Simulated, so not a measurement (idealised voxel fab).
process module | voxel capacitor over wiring
cross-section cut | 220 nm wide | cells 5 nm
A cross-section is a grid of square cells, given in bands from the top down. A band is one or more rows of cells.
Each band's line starts with the height of the band's top and of its bottom, in nm. Then come its materials from left to right, each with its width in nm. One material with "throughout" fills the band from edge to edge. "air" is empty space.
Height 0 is the level under which the wafer as received is all one material. The lowest band goes on downwards, as in "0 down".
A width such as "30 to 40" changes by the same amount from each row of cells to the next, from the band's top row to its bottom row.
"no change" after a step means that no cell of the cross-section changed.
closed voids: empty space of 8 cells or more with no open way to the top, each as width x height at its distance from the left edge, in nm
after a step's settings: what the simulator itself notes on the step
overlay nm, on a step with a mask: how far to the right of its planned place the mask lay; to the left if negative
plan
1 op RECEIVE | material Si
2 op CONFORMAL_DEP | material SiO2 | thk nm 15
3 op CONFORMAL_DEP | material SiN | thk nm 5
4 op DIRECTIONAL_DEP | material SiO2 | thk nm 15
5 op DIRECTIONAL_DEP | material aC | thk nm 10
6 op PATTERN | tone open | mask id METAL_1 | material resist | width nm 25 | pitch nm 95 | thk nm 30 | overlay nm 0
7 op DIRECTIONAL_ETCH | etch materials aC | depth nm 10
8 op STRIP | etch materials resist
9 op DIRECTIONAL_ETCH | etch materials SiO2 | depth nm 15
10 op DIRECTIONAL_ETCH | etch materials SiN | depth nm 5
11 op STRIP | etch materials aC
12 op CONFORMAL_DEP | material TiN | thk nm 5
13 op FILL_DEP | material W | thk nm 10
14 op CMP | height nm 35
15 op CONFORMAL_DEP | material SiCN | thk nm 5
16 op DIRECTIONAL_DEP | material lowk | thk nm 15
17 op MASKED_ETCH | tone open | mask id PLUG_1 | width nm 15 | etch materials lowk | depth nm 15 | overlay nm 0
18 op MASKED_ETCH | tone open | mask id PLUG_1 | width nm 15 | etch materials SiCN | depth nm 5 | overlay nm 0
19 op EPI | material Ru | thk nm 10
20 op EPI | material Ru | thk nm 10
21 op DIRECTIONAL_DEP | material TiN | thk nm 5
22 op DIRECTIONAL_DEP | material HfO2 | thk nm 5
23 op DIRECTIONAL_DEP | material TiN | thk nm 5
24 op DIRECTIONAL_DEP | material aC | thk nm 10
25 op PATTERN | tone cover | mask id UPPER_PLATE | material resist | width nm 75 | thk nm 30 | overlay nm 0
26 op DIRECTIONAL_ETCH | etch materials aC | depth nm 10
27 op STRIP | etch materials resist
28 op DIRECTIONAL_ETCH | etch materials TiN | depth nm 5
29 op DIRECTIONAL_ETCH | etch materials HfO2 | depth nm 5
30 op STRIP | etch materials aC
31 op PATTERN | tone cover | mask id LOWER_PLATE | material resist | width nm 85 | thk nm 15 | overlay nm 0
32 op DIRECTIONAL_ETCH | etch materials TiN | depth nm 5
33 op STRIP | etch materials resist
34 op FILL_DEP | material SiO2 | thk nm 20
35 op CMP | height nm 85
36 op DIRECTIONAL_DEP | material aC | thk nm 10
37 op PATTERN | tone open | mask id PLUG_2 | material resist | width nm 15 | thk nm 30 | overlay nm 0
38 op DIRECTIONAL_ETCH | etch materials aC | depth nm 10
39 op STRIP | etch materials resist
40 op DIRECTIONAL_ETCH | etch materials SiO2 | depth nm 15
41 op STRIP | etch materials aC
42 op CONFORMAL_DEP | material TiN | thk nm 5
43 op FILL_DEP | material Cu | thk nm 10
44 op CMP | height nm 85
45 op CONFORMAL_DEP | material SiCN | thk nm 5
as received, after step 1
  0 down: Si throughout
  closed voids: none
first wafer at the end, as planned
  90 to 85: SiCN throughout
  85 to 75: SiO2 70 | TiN 5 | Cu 5 | TiN 5 | SiO2 135
  75 to 65: SiO2 70 to 60 | TiN 15 to 75 | SiO2 135 to 85
  65 to 60: SiO2 60 | HfO2 75 | SiO2 85
  60 to 55: SiO2 55 | TiN 85 | SiO2 80
  55 to 40: lowk 60 | Ru 15 | lowk 145
  40 to 35: SiCN 60 | Ru 15 | SiCN 145
  35 to 20: SiO2 50 | TiN 5 | W 15 | TiN 5 | SiO2 70 | TiN 5 | W 15 | TiN 5 | SiO2 50
  20 to 15: SiN 50 | TiN 25 | SiN 70 | TiN 25 | SiN 50
  15 to 0: SiO2 throughout
  0 down: Si throughout
  closed voids: none
second wafer at the end: like start, like plan, one mistake
  90 to 85: SiCN throughout
  85 to 75: SiO2 70 | TiN 5 | Cu 5 | TiN 5 | SiO2 135
  75 to 65: SiO2 70 to 60 | TiN 15 to 75 | SiO2 135 to 85
  65 to 60: SiO2 60 | HfO2 75 | SiO2 85
  60 to 55: SiO2 55 | TiN 85 | SiO2 80
  55 to 40: lowk 60 | Ru 15 | lowk 145
  40 to 35: SiCN 60 | Ru 15 | SiCN 145
  35 to 20: SiO2 45 | TiN 5 | W 15 | TiN 5 | SiO2 70 | TiN 5 | W 15 | TiN 5 | SiO2 55
  20 to 15: SiN 45 | TiN 25 | SiN 70 | TiN 25 | SiN 55
  15 to 0: SiO2 throughout
  0 down: Si throughout
  closed voids: none
what went wrong: step 6 ran as: op PATTERN | tone open | mask id METAL_1 | material resist | width nm 25 | pitch nm 95 | thk nm 30 | overlay nm -5
at the end the second wafer has, in cells: as many of each material as the first, in other places
